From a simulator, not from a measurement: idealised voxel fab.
The process module presented herein is designated voxel wiring stack.
Displayed cross-section: cut, width of 260 nm, square cells sized 5 nm.
In what follows, cross-sections appear as grids of square cells, described through bands that run from the top down, where every band is one or more rows of cells.
This entry defines a band. It first specifies the height of the band's top and the height of its bottom in nm, and then specifies the band's materials from left to right, stating each material with its width in nm. The word "throughout" identifies a single material that fills the band from edge to edge, while the word "blank" identifies empty space.
Height is counted from the level 0, under which the received wafer is composed throughout of one material. The lowest of the bands is not closed at the bottom but continues downward, in the notation "0 nm and below".
Note: "30 to 40" means the width goes from the first number (top row of the band) to the second number (bottom row) in equal steps per row of cells.
Any step labelled "remained unchanged" changed none of the cells in the cross-section.
You'll see "Enclosed void catalog" listing empty spaces that have no way open to the top, as long as they're 8 cells or more; the notation is width x height at distance, where the distance is from the left edge, and all of it is in nm.
The remark found on a step's line after its settings is issued by the simulator itself and pertains to that step.
"overlay nm" on a masked step: distance the mask lay right of its planned place, negative for left.

-- Process steps - plan
step 1: RECEIVE,material Si
step 2: CONFORMAL_DEP,material SiO2,thk nm 15
step 3: DIRECTIONAL_DEP,material TiN,thk nm 5
step 4: DIRECTIONAL_DEP,material W,thk nm 25
step 5: MASKED_ETCH,tone cover,mask id METAL_1,width nm 30,pitch nm 55,etch materials W,depth nm 25,overlay nm 0
step 6: MASKED_ETCH,tone cover,mask id METAL_1,width nm 30,pitch nm 55,etch materials TiN,depth nm 5,overlay nm 0
step 7: FILL_DEP,material lowk,thk nm 5
step 8: CMP,height nm 45
step 9: CONFORMAL_DEP,material SiCN,thk nm 5
step 10: DIRECTIONAL_DEP,material lowk,thk nm 10
step 11: MASKED_ETCH,tone open,mask id PLUG_1,width nm 15,etch materials lowk,depth nm 10,overlay nm 0
step 12: MASKED_ETCH,tone open,mask id PLUG_1,width nm 15,etch materials SiCN,depth nm 5,overlay nm 0
step 13: EPI,material Ru,thk nm 10
step 14: EPI,material Ru,thk nm 5
step 15: DIRECTIONAL_DEP,material TiN,thk nm 5
step 16: DIRECTIONAL_DEP,material W,thk nm 15
step 17: PATTERN,tone cover,mask id METAL_2,material resist,width nm 30,pitch nm 55,thk nm 15,overlay nm 0
step 18: DIRECTIONAL_ETCH,etch materials W,depth nm 15
step 19: DIRECTIONAL_ETCH,etch materials TiN,depth nm 5
step 20: STRIP,etch materials resist
step 21: FILL_DEP,material lowk,thk nm 10
step 22: CMP,height nm 80
step 23: CONFORMAL_DEP,material SiCN,thk nm 5
step 24: DIRECTIONAL_DEP,material lowk,thk nm 15
step 25: PATTERN,tone open,mask id PLUG_2,material resist,width nm 15,pitch nm 55,thk nm 20,overlay nm 0
step 26: DIRECTIONAL_ETCH,etch materials lowk,depth nm 15
step 27: DIRECTIONAL_ETCH,etch materials SiCN,depth nm 5
step 28: STRIP,etch materials resist
step 29: EPI,material Ru,thk nm 10
step 30: EPI,material Ru,thk nm 10
step 31: CONFORMAL_DEP,material SiCN,thk nm 5
step 32: DIRECTIONAL_DEP,material lowk,thk nm 20
step 33: DIRECTIONAL_DEP,material aC,thk nm 10
step 34: PATTERN,tone open,mask id METAL_3,material resist,width nm 30,pitch nm 55,thk nm 25,overlay nm 0
step 35: DIRECTIONAL_ETCH,etch materials aC,depth nm 10
step 36: STRIP,etch materials resist
step 37: DIRECTIONAL_ETCH,etch materials lowk,depth nm 20
step 38: DIRECTIONAL_ETCH,etch materials SiCN,depth nm 5
step 39: STRIP,etch materials aC
step 40: CONFORMAL_DEP,material TiN,thk nm 5
step 41: FILL_DEP,material Ru,thk nm 10
step 42: CMP,height nm 125
step 43: CONFORMAL_DEP,material SiCN,thk nm 5
step 44: DIRECTIONAL_DEP,material SiO2,thk nm 10
step 45: MASKED_ETCH,tone open,mask id PLUG_3,width nm 15,pitch nm 55,etch materials SiO2,depth nm 10,overlay nm 0
step 46: MASKED_ETCH,tone open,mask id PLUG_3,width nm 15,pitch nm 55,etch materials SiCN,depth nm 5,overlay nm 0
step 47: CONFORMAL_DEP,material TiN,thk nm 5
step 48: FILL_DEP,material W,thk nm 10
step 49: CMP,height nm 140
step 50: CONFORMAL_DEP,material SiN,thk nm 5
step 51: DIRECTIONAL_DEP,material SiO2,thk nm 20
step 52: PATTERN,tone open,mask id METAL_4,material resist,width nm 30,pitch nm 55,thk nm 20,overlay nm 0
step 53: DIRECTIONAL_ETCH,etch materials SiO2,depth nm 20
step 54: DIRECTIONAL_ETCH,etch materials SiN,depth nm 5
step 55: STRIP,etch materials resist
step 56: CONFORMAL_DEP,material TiN,thk nm 5
step 57: FILL_DEP,material Cu,thk nm 10
step 58: CMP,height nm 165
step 59: EPI,material Ru,thk nm 5
step 60: FILL_DEP,material SiCN,thk nm 5

-- Account of the first of two wafers, which was processed as intended

-- So this is the incoming wafer in cross-section - it's already been through step 1
    0 nm and below  Si throughout
    Enclosed void catalog: none

-- Wafer after step 2 (cross-section)
    15 nm to 0 nm  SiO2 throughout
    Under the height 0 nothing was changed.

-- Wafer after step 3 (cross-section)
    20 nm to 15 nm  TiN throughout
    Under the height 15 nothing was changed.

-- Wafer after step 4 (cross-section)
    45 nm to 20 nm  W throughout
    Under the height 20 nothing was changed.

-- Wafer after step 5 (cross-section)
    45 nm to 20 nm  blank: 85 | W: 30 | blank: 25 | W: 30 | blank: 90
    Under the height 20 nothing was changed.

-- Wafer after step 6 (cross-section)
    45 nm to 20 nm  blank: 85 | W: 30 | blank: 25 | W: 30 | blank: 90
    20 nm to 15 nm  blank: 85 | TiN: 30 | blank: 25 | TiN: 30 | blank: 90
    Under the height 15 nothing was changed.

-- Wafer after step 7 (cross-section)
    50 nm to 45 nm  lowk throughout
    45 nm to 20 nm  lowk: 85 | W: 30 | lowk: 25 | W: 30 | lowk: 90
    20 nm to 15 nm  lowk: 85 | TiN: 30 | lowk: 25 | TiN: 30 | lowk: 90
    Under the height 15 nothing was changed.

-- Wafer after step 8 (cross-section)
    45 nm to 20 nm  lowk: 85 | W: 30 | lowk: 25 | W: 30 | lowk: 90
    Under the height 20 nothing was changed.

-- Wafer after step 9 (cross-section)
    50 nm to 45 nm  SiCN throughout
    Under the height 45 nothing was changed.

-- Wafer after step 10 (cross-section)
    60 nm to 50 nm  lowk throughout
    Under the height 50 nothing was changed.

-- Wafer after step 11 (cross-section)
    60 nm to 50 nm  lowk: 85 | blank: 15 | lowk: 160
    Under the height 50 nothing was changed.

-- Wafer after step 12 (cross-section)
    60 nm to 50 nm  lowk: 85 | blank: 15 | lowk: 160
    50 nm to 45 nm  SiCN: 85 | blank: 15 | SiCN: 160
    Under the height 45 nothing was changed.

-- Wafer after step 13 (cross-section)
    60 nm to 55 nm  lowk: 85 | blank: 15 | lowk: 160
    55 nm to 50 nm  lowk: 85 | Ru: 15 | lowk: 160
    50 nm to 45 nm  SiCN: 85 | Ru: 15 | SiCN: 160
    Under the height 45 nothing was changed.

-- Wafer after step 14 (cross-section)
    60 nm to 50 nm  lowk: 85 | Ru: 15 | lowk: 160
    Under the height 50 nothing was changed.

-- Wafer after step 15 (cross-section)
    65 nm to 60 nm  TiN throughout
    Under the height 60 nothing was changed.

-- Wafer after step 16 (cross-section)
    80 nm to 65 nm  W throughout
    Under the height 65 nothing was changed.

-- Wafer after step 17 (cross-section)
    95 nm to 80 nm  blank: 85 | resist: 30 | blank: 25 | resist: 30 | blank: 90
    Under the height 80 nothing was changed.

-- Wafer after step 18 (cross-section)
    95 nm to 80 nm  blank: 85 | resist: 30 | blank: 25 | resist: 30 | blank: 90
    80 nm to 65 nm  blank: 85 | W: 30 | blank: 25 | W: 30 | blank: 90
    Under the height 65 nothing was changed.

-- Wafer after step 19 (cross-section)
    95 nm to 80 nm  blank: 85 | resist: 30 | blank: 25 | resist: 30 | blank: 90
    80 nm to 65 nm  blank: 85 | W: 30 | blank: 25 | W: 30 | blank: 90
    65 nm to 60 nm  blank: 85 | TiN: 30 | blank: 25 | TiN: 30 | blank: 90
    Under the height 60 nothing was changed.

-- Wafer after step 20 (cross-section)
    80 nm to 65 nm  blank: 85 | W: 30 | blank: 25 | W: 30 | blank: 90
    Under the height 65 nothing was changed.

-- Wafer after step 21 (cross-section)
    90 nm to 80 nm  lowk throughout
    80 nm to 65 nm  lowk: 85 | W: 30 | lowk: 25 | W: 30 | lowk: 90
    65 nm to 60 nm  lowk: 85 | TiN: 30 | lowk: 25 | TiN: 30 | lowk: 90
    Under the height 60 nothing was changed.

-- Wafer after step 22 (cross-section)
    80 nm to 65 nm  lowk: 85 | W: 30 | lowk: 25 | W: 30 | lowk: 90
    Under the height 65 nothing was changed.

-- Wafer after step 23 (cross-section)
    85 nm to 80 nm  SiCN throughout
    Under the height 80 nothing was changed.

-- Wafer after step 24 (cross-section)
    100 nm to 85 nm  lowk throughout
    Under the height 85 nothing was changed.

-- Wafer after step 25 (cross-section)
    120 nm to 100 nm  resist: 85 | blank: 15 | resist: 40 | blank: 15 | resist: 105
    Under the height 100 nothing was changed.

-- Wafer after step 26 (cross-section)
    120 nm to 100 nm  resist: 85 | blank: 15 | resist: 40 | blank: 15 | resist: 105
    100 nm to 85 nm  lowk: 85 | blank: 15 | lowk: 40 | blank: 15 | lowk: 105
    Under the height 85 nothing was changed.

-- Wafer after step 27 (cross-section)
    120 nm to 100 nm  resist: 85 | blank: 15 | resist: 40 | blank: 15 | resist: 105
    100 nm to 85 nm  lowk: 85 | blank: 15 | lowk: 40 | blank: 15 | lowk: 105
    85 nm to 80 nm  SiCN: 85 | blank: 15 | SiCN: 40 | blank: 15 | SiCN: 105
    Under the height 80 nothing was changed.

-- Wafer after step 28 (cross-section)
    100 nm to 85 nm  lowk: 85 | blank: 15 | lowk: 40 | blank: 15 | lowk: 105
    Under the height 85 nothing was changed.

-- Wafer after step 29 (cross-section)
    100 nm to 90 nm  lowk: 85 | blank: 15 | lowk: 40 | blank: 15 | lowk: 105
    90 nm to 85 nm  lowk: 85 | Ru: 15 | lowk: 40 | Ru: 15 | lowk: 105
    85 nm to 80 nm  SiCN: 85 | Ru: 15 | SiCN: 40 | Ru: 15 | SiCN: 105
    Under the height 80 nothing was changed.

-- Wafer after step 30 (cross-section)
    100 nm to 85 nm  lowk: 85 | Ru: 15 | lowk: 40 | Ru: 15 | lowk: 105
    Under the height 85 nothing was changed.

-- Wafer after step 31 (cross-section)
    105 nm to 100 nm  SiCN throughout
    Under the height 100 nothing was changed.

-- Wafer after step 32 (cross-section)
    125 nm to 105 nm  lowk throughout
    Under the height 105 nothing was changed.

-- Wafer after step 33 (cross-section)
    135 nm to 125 nm  aC throughout
    Under the height 125 nothing was changed.

-- Wafer after step 34 (cross-section)
    160 nm to 135 nm  resist: 85 | blank: 30 | resist: 25 | blank: 30 | resist: 90
    Under the height 135 nothing was changed.

-- Wafer after step 35 (cross-section)
    150 nm to 135 nm  resist: 85 | blank: 30 | resist: 25 | blank: 30 | resist: 90
    135 nm to 125 nm  aC: 85 | blank: 30 | aC: 25 | blank: 30 | aC: 90
    Under the height 125 nothing was changed.

-- Wafer after step 36 (cross-section)
    135 nm to 125 nm  aC: 85 | blank: 30 | aC: 25 | blank: 30 | aC: 90
    Under the height 125 nothing was changed.

-- Wafer after step 37 (cross-section)
    135 nm to 125 nm  aC: 85 | blank: 30 | aC: 25 | blank: 30 | aC: 90
    125 nm to 105 nm  lowk: 85 | blank: 30 | lowk: 25 | blank: 30 | lowk: 90
    Under the height 105 nothing was changed.

-- Wafer after step 38 (cross-section)
    135 nm to 125 nm  aC: 85 | blank: 30 | aC: 25 | blank: 30 | aC: 90
    125 nm to 105 nm  lowk: 85 | blank: 30 | lowk: 25 | blank: 30 | lowk: 90
    105 nm to 100 nm  SiCN: 85 | blank: 30 | SiCN: 25 | blank: 30 | SiCN: 90
    Under the height 100 nothing was changed.

-- Wafer after step 39 (cross-section)
    125 nm to 105 nm  lowk: 85 | blank: 30 | lowk: 25 | blank: 30 | lowk: 90
    Under the height 105 nothing was changed.

-- Wafer after step 40 (cross-section)
    130 nm to 125 nm  TiN: 90 | blank: 20 | TiN: 35 | blank: 20 | TiN: 95
    125 nm to 105 nm  lowk: 85 | TiN: 5 | blank: 20 | TiN: 5 | lowk: 25 | TiN: 5 | blank: 20 | TiN: 5 | lowk: 90
    105 nm to 100 nm  SiCN: 85 | TiN: 30 | SiCN: 25 | TiN: 30 | SiCN: 90
    Under the height 100 nothing was changed.

-- Wafer after step 41 (cross-section)
    140 nm to 130 nm  Ru throughout
    130 nm to 125 nm  TiN: 90 | Ru: 20 | TiN: 35 | Ru: 20 | TiN: 95
    125 nm to 105 nm  lowk: 85 | TiN: 5 | Ru: 20 | TiN: 5 | lowk: 25 | TiN: 5 | Ru: 20 | TiN: 5 | lowk: 90
    Under the height 105 nothing was changed.

-- Wafer after step 42 (cross-section)
    125 nm to 105 nm  lowk: 85 | TiN: 5 | Ru: 20 | TiN: 5 | lowk: 25 | TiN: 5 | Ru: 20 | TiN: 5 | lowk: 90
    Under the height 105 nothing was changed.

-- Wafer after step 43 (cross-section)
    130 nm to 125 nm  SiCN throughout
    Under the height 125 nothing was changed.

-- Wafer after step 44 (cross-section)
    140 nm to 130 nm  SiO2 throughout
    Under the height 130 nothing was changed.

-- Wafer after step 45 (cross-section)
    140 nm to 130 nm  SiO2: 85 | blank: 15 | SiO2: 40 | blank: 15 | SiO2: 105
    Under the height 130 nothing was changed.

-- Wafer after step 46 (cross-section)
    140 nm to 130 nm  SiO2: 85 | blank: 15 | SiO2: 40 | blank: 15 | SiO2: 105
    130 nm to 125 nm  SiCN: 85 | blank: 15 | SiCN: 40 | blank: 15 | SiCN: 105
    Under the height 125 nothing was changed.

-- Wafer after step 47 (cross-section)
    145 nm to 140 nm  TiN: 90 | blank: 5 | TiN: 50 | blank: 5 | TiN: 110
    140 nm to 130 nm  SiO2: 85 | TiN: 5 | blank: 5 | TiN: 5 | SiO2: 40 | TiN: 5 | blank: 5 | TiN: 5 | SiO2: 105
    130 nm to 125 nm  SiCN: 85 | TiN: 15 | SiCN: 40 | TiN: 15 | SiCN: 105
    Under the height 125 nothing was changed.

-- Wafer after step 48 (cross-section)
    155 nm to 145 nm  W throughout
    145 nm to 140 nm  TiN: 90 | W: 5 | TiN: 50 | W: 5 | TiN: 110
    140 nm to 130 nm  SiO2: 85 | TiN: 5 | W: 5 | TiN: 5 | SiO2: 40 | TiN: 5 | W: 5 | TiN: 5 | SiO2: 105
    Under the height 130 nothing was changed.

-- Wafer after step 49 (cross-section)
    140 nm to 130 nm  SiO2: 85 | TiN: 5 | W: 5 | TiN: 5 | SiO2: 40 | TiN: 5 | W: 5 | TiN: 5 | SiO2: 105
    Under the height 130 nothing was changed.

-- Wafer after step 50 (cross-section)
    145 nm to 140 nm  SiN throughout
    Under the height 140 nothing was changed.

-- Wafer after step 51 (cross-section)
    165 nm to 145 nm  SiO2 throughout
    Under the height 145 nothing was changed.

-- Wafer after step 52 (cross-section)
    185 nm to 165 nm  resist: 85 | blank: 30 | resist: 25 | blank: 30 | resist: 90
    Under the height 165 nothing was changed.

-- Wafer after step 53 (cross-section)
    185 nm to 165 nm  resist: 85 | blank: 30 | resist: 25 | blank: 30 | resist: 90
    165 nm to 145 nm  SiO2: 85 | blank: 30 | SiO2: 25 | blank: 30 | SiO2: 90
    Under the height 145 nothing was changed.

-- Wafer after step 54 (cross-section)
    185 nm to 165 nm  resist: 85 | blank: 30 | resist: 25 | blank: 30 | resist: 90
    165 nm to 145 nm  SiO2: 85 | blank: 30 | SiO2: 25 | blank: 30 | SiO2: 90
    145 nm to 140 nm  SiN: 85 | blank: 30 | SiN: 25 | blank: 30 | SiN: 90
    Under the height 140 nothing was changed.

-- Wafer after step 55 (cross-section)
    165 nm to 145 nm  SiO2: 85 | blank: 30 | SiO2: 25 | blank: 30 | SiO2: 90
    Under the height 145 nothing was changed.

-- Wafer after step 56 (cross-section)
    170 nm to 165 nm  TiN: 90 | blank: 20 | TiN: 35 | blank: 20 | TiN: 95
    165 nm to 145 nm  SiO2: 85 | TiN: 5 | blank: 20 | TiN: 5 | SiO2: 25 | TiN: 5 | blank: 20 | TiN: 5 | SiO2: 90
    145 nm to 140 nm  SiN: 85 | TiN: 30 | SiN: 25 | TiN: 30 | SiN: 90
    Under the height 140 nothing was changed.

-- Wafer after step 57 (cross-section)
    180 nm to 170 nm  Cu throughout
    170 nm to 165 nm  TiN: 90 | Cu: 20 | TiN: 35 | Cu: 20 | TiN: 95
    165 nm to 145 nm  SiO2: 85 | TiN: 5 | Cu: 20 | TiN: 5 | SiO2: 25 | TiN: 5 | Cu: 20 | TiN: 5 | SiO2: 90
    Under the height 145 nothing was changed.

-- Wafer after step 58 (cross-section)
    165 nm to 145 nm  SiO2: 85 | TiN: 5 | Cu: 20 | TiN: 5 | SiO2: 25 | TiN: 5 | Cu: 20 | TiN: 5 | SiO2: 90
    Under the height 145 nothing was changed.

-- Wafer after step 59 (cross-section)
    170 nm to 165 nm  blank: 80 | Ru: 40 | blank: 15 | Ru: 40 | blank: 85
    Under the height 165 nothing was changed.

-- Wafer after step 60 (cross-section)
    175 nm to 170 nm  SiCN throughout
    170 nm to 165 nm  SiCN: 80 | Ru: 40 | SiCN: 15 | Ru: 40 | SiCN: 85
    Under the height 165 nothing was changed.

-- Second of two: same start, same plan, one run error; steps up to and including 28 match the first

-- Cross-section of the second wafer at the time step 30 of the plan should have ended
    110 nm to 100 nm  blank: 75 | Ru: 35 | blank: 20 | Ru: 35 | blank: 95
    100 nm to 85 nm  lowk: 85 | Ru: 15 | lowk: 40 | Ru: 15 | lowk: 105
    85 nm to 80 nm  SiCN: 85 | Ru: 15 | SiCN: 40 | Ru: 15 | SiCN: 105
    Under the height 80 nothing was changed.

-- Cross-section of the second wafer at the time step 31 of the plan should have ended
    115 nm to 110 nm  blank: 70 | SiCN: 45 | blank: 10 | SiCN: 45 | blank: 90
    110 nm to 105 nm  blank: 70 | SiCN: 5 | Ru: 35 | SiCN: 5 | blank: 10 | SiCN: 5 | Ru: 35 | SiCN: 5 | blank: 90
    105 nm to 100 nm  SiCN: 75 | Ru: 35 | SiCN: 20 | Ru: 35 | SiCN: 95
    Under the height 100 nothing was changed.

-- Cross-section of the second wafer at the time step 32 of the plan should have ended
    135 nm to 125 nm  blank: 70 | lowk: 45 | blank: 10 | lowk: 45 | blank: 90
    125 nm to 115 nm  lowk throughout
    115 nm to 110 nm  lowk: 70 | SiCN: 45 | lowk: 10 | SiCN: 45 | lowk: 90
    110 nm to 105 nm  lowk: 70 | SiCN: 5 | Ru: 35 | SiCN: 5 | lowk: 10 | SiCN: 5 | Ru: 35 | SiCN: 5 | lowk: 90
    Under the height 105 nothing was changed.

-- Cross-section of the second wafer at the time step 33 of the plan should have ended
    145 nm to 135 nm  blank: 70 | aC: 45 | blank: 10 | aC: 45 | blank: 90
    135 nm to 125 nm  aC: 70 | lowk: 45 | aC: 10 | lowk: 45 | aC: 90
    Under the height 125 nothing was changed.

-- Cross-section of the second wafer at the time step 34 of the plan should have ended
    170 nm to 145 nm  resist: 85 | blank: 30 | resist: 25 | blank: 30 | resist: 90
    145 nm to 135 nm  resist: 70 | aC: 45 | resist: 10 | aC: 45 | resist: 90
    Under the height 135 nothing was changed.

-- Cross-section of the second wafer at the time step 35 of the plan should have ended
    160 nm to 145 nm  resist: 85 | blank: 30 | resist: 25 | blank: 30 | resist: 90
    145 nm to 135 nm  resist: 70 | aC: 15 | blank: 30 | resist: 10 | aC: 15 | blank: 30 | resist: 90
    Under the height 135 nothing was changed.

-- Cross-section of the second wafer at the time step 36 of the plan should have ended
    145 nm to 135 nm  blank: 70 | aC: 15 | blank: 40 | aC: 15 | blank: 120
    Under the height 135 nothing was changed.

-- Cross-section of the second wafer at the time step 37 of the plan should have ended
    145 nm to 135 nm  blank: 70 | aC: 15 | blank: 40 | aC: 15 | blank: 120
    135 nm to 125 nm  aC: 70 | lowk: 15 | blank: 30 | aC: 10 | lowk: 15 | blank: 30 | aC: 90
    125 nm to 115 nm  lowk: 85 | blank: 30 | lowk: 25 | blank: 30 | lowk: 90
    Under the height 115 nothing was changed.

-- Cross-section of the second wafer at the time step 38 of the plan should have ended
    145 nm to 135 nm  blank: 70 | aC: 15 | blank: 40 | aC: 15 | blank: 120
    135 nm to 125 nm  aC: 70 | lowk: 15 | blank: 30 | aC: 10 | lowk: 15 | blank: 30 | aC: 90
    125 nm to 115 nm  lowk: 85 | blank: 30 | lowk: 25 | blank: 30 | lowk: 90
    115 nm to 110 nm  lowk: 70 | SiCN: 15 | blank: 30 | lowk: 10 | SiCN: 15 | blank: 30 | lowk: 90
    Under the height 110 nothing was changed.

-- Cross-section of the second wafer at the time step 39 of the plan should have ended
    135 nm to 125 nm  blank: 70 | lowk: 15 | blank: 40 | lowk: 15 | blank: 120
    Under the height 125 nothing was changed.

-- Cross-section of the second wafer at the time step 40 of the plan should have ended
    140 nm to 135 nm  blank: 65 | TiN: 25 | blank: 30 | TiN: 25 | blank: 115
    135 nm to 130 nm  blank: 65 | TiN: 5 | lowk: 15 | TiN: 5 | blank: 30 | TiN: 5 | lowk: 15 | TiN: 5 | blank: 115
    130 nm to 125 nm  TiN: 70 | lowk: 15 | TiN: 5 | blank: 20 | TiN: 15 | lowk: 15 | TiN: 5 | blank: 20 | TiN: 95
    125 nm to 115 nm  lowk: 85 | TiN: 5 | blank: 20 | TiN: 5 | lowk: 25 | TiN: 5 | blank: 20 | TiN: 5 | lowk: 90
    115 nm to 110 nm  lowk: 70 | SiCN: 15 | TiN: 30 | lowk: 10 | SiCN: 15 | TiN: 30 | lowk: 90
    Under the height 110 nothing was changed.

-- Cross-section of the second wafer at the time step 41 of the plan should have ended
    150 nm to 140 nm  Ru throughout
    140 nm to 135 nm  Ru: 65 | TiN: 25 | Ru: 30 | TiN: 25 | Ru: 115
    135 nm to 130 nm  Ru: 65 | TiN: 5 | lowk: 15 | TiN: 5 | Ru: 30 | TiN: 5 | lowk: 15 | TiN: 5 | Ru: 115
    130 nm to 125 nm  TiN: 70 | lowk: 15 | TiN: 5 | Ru: 20 | TiN: 15 | lowk: 15 | TiN: 5 | Ru: 20 | TiN: 95
    125 nm to 115 nm  lowk: 85 | TiN: 5 | Ru: 20 | TiN: 5 | lowk: 25 | TiN: 5 | Ru: 20 | TiN: 5 | lowk: 90
    Under the height 115 nothing was changed.

-- Cross-section of the second wafer at the time step 42 of the plan should have ended
    125 nm to 115 nm  lowk: 85 | TiN: 5 | Ru: 20 | TiN: 5 | lowk: 25 | TiN: 5 | Ru: 20 | TiN: 5 | lowk: 90
    Under the height 115 nothing was changed.

-- Cross-section of the second wafer at the time step 43 of the plan should have ended
    130 nm to 125 nm  SiCN throughout
    Under the height 125 nothing was changed.

-- Cross-section of the second wafer at the time step 44 of the plan should have ended
    140 nm to 130 nm  SiO2 throughout
    Under the height 130 nothing was changed.

-- Cross-section of the second wafer at the time step 45 of the plan should have ended
    140 nm to 130 nm  SiO2: 85 | blank: 15 | SiO2: 40 | blank: 15 | SiO2: 105
    Under the height 130 nothing was changed.

-- Cross-section of the second wafer at the time step 46 of the plan should have ended
    140 nm to 130 nm  SiO2: 85 | blank: 15 | SiO2: 40 | blank: 15 | SiO2: 105
    130 nm to 125 nm  SiCN: 85 | blank: 15 | SiCN: 40 | blank: 15 | SiCN: 105
    Under the height 125 nothing was changed.

-- Cross-section of the second wafer at the time step 47 of the plan should have ended
    145 nm to 140 nm  TiN: 90 | blank: 5 | TiN: 50 | blank: 5 | TiN: 110
    140 nm to 130 nm  SiO2: 85 | TiN: 5 | blank: 5 | TiN: 5 | SiO2: 40 | TiN: 5 | blank: 5 | TiN: 5 | SiO2: 105
    130 nm to 125 nm  SiCN: 85 | TiN: 15 | SiCN: 40 | TiN: 15 | SiCN: 105
    Under the height 125 nothing was changed.

-- Cross-section of the second wafer at the time step 48 of the plan should have ended
    155 nm to 145 nm  W throughout
    145 nm to 140 nm  TiN: 90 | W: 5 | TiN: 50 | W: 5 | TiN: 110
    140 nm to 130 nm  SiO2: 85 | TiN: 5 | W: 5 | TiN: 5 | SiO2: 40 | TiN: 5 | W: 5 | TiN: 5 | SiO2: 105
    Under the height 130 nothing was changed.

-- Cross-section of the second wafer at the time step 49 of the plan should have ended
    140 nm to 130 nm  SiO2: 85 | TiN: 5 | W: 5 | TiN: 5 | SiO2: 40 | TiN: 5 | W: 5 | TiN: 5 | SiO2: 105
    Under the height 130 nothing was changed.

-- Cross-section of the second wafer at the time step 50 of the plan should have ended
    145 nm to 140 nm  SiN throughout
    Under the height 140 nothing was changed.

-- Cross-section of the second wafer at the time step 51 of the plan should have ended
    165 nm to 145 nm  SiO2 throughout
    Under the height 145 nothing was changed.

-- Cross-section of the second wafer at the time step 52 of the plan should have ended
    185 nm to 165 nm  resist: 85 | blank: 30 | resist: 25 | blank: 30 | resist: 90
    Under the height 165 nothing was changed.

-- Cross-section of the second wafer at the time step 53 of the plan should have ended
    185 nm to 165 nm  resist: 85 | blank: 30 | resist: 25 | blank: 30 | resist: 90
    165 nm to 145 nm  SiO2: 85 | blank: 30 | SiO2: 25 | blank: 30 | SiO2: 90
    Under the height 145 nothing was changed.

-- Cross-section of the second wafer at the time step 54 of the plan should have ended
    185 nm to 165 nm  resist: 85 | blank: 30 | resist: 25 | blank: 30 | resist: 90
    165 nm to 145 nm  SiO2: 85 | blank: 30 | SiO2: 25 | blank: 30 | SiO2: 90
    145 nm to 140 nm  SiN: 85 | blank: 30 | SiN: 25 | blank: 30 | SiN: 90
    Under the height 140 nothing was changed.

-- Cross-section of the second wafer at the time step 55 of the plan should have ended
    165 nm to 145 nm  SiO2: 85 | blank: 30 | SiO2: 25 | blank: 30 | SiO2: 90
    Under the height 145 nothing was changed.

-- Cross-section of the second wafer at the time step 56 of the plan should have ended
    170 nm to 165 nm  TiN: 90 | blank: 20 | TiN: 35 | blank: 20 | TiN: 95
    165 nm to 145 nm  SiO2: 85 | TiN: 5 | blank: 20 | TiN: 5 | SiO2: 25 | TiN: 5 | blank: 20 | TiN: 5 | SiO2: 90
    145 nm to 140 nm  SiN: 85 | TiN: 30 | SiN: 25 | TiN: 30 | SiN: 90
    Under the height 140 nothing was changed.

-- Cross-section of the second wafer at the time step 57 of the plan should have ended
    180 nm to 170 nm  Cu throughout
    170 nm to 165 nm  TiN: 90 | Cu: 20 | TiN: 35 | Cu: 20 | TiN: 95
    165 nm to 145 nm  SiO2: 85 | TiN: 5 | Cu: 20 | TiN: 5 | SiO2: 25 | TiN: 5 | Cu: 20 | TiN: 5 | SiO2: 90
    Under the height 145 nothing was changed.

-- Cross-section of the second wafer at the time step 58 of the plan should have ended
    165 nm to 145 nm  SiO2: 85 | TiN: 5 | Cu: 20 | TiN: 5 | SiO2: 25 | TiN: 5 | Cu: 20 | TiN: 5 | SiO2: 90
    Under the height 145 nothing was changed.

-- Cross-section of the second wafer at the time step 59 of the plan should have ended
    170 nm to 165 nm  blank: 80 | Ru: 40 | blank: 15 | Ru: 40 | blank: 85
    Under the height 165 nothing was changed.

-- Cross-section of the second wafer at the time step 60 of the plan should have ended
    175 nm to 170 nm  SiCN throughout
    170 nm to 165 nm  SiCN: 80 | Ru: 40 | SiCN: 15 | Ru: 40 | SiCN: 85
    Under the height 165 nothing was changed.
Misprocessing identified: one of 29 and 30, all the same step, was done twice; can't tell which
It is noted that, at the conclusion of processing, the second wafer exhibits a higher or lower cell count for certain materials relative to the first: +12 Ru | +8 SiCN | -8 TiN | -12 lowk
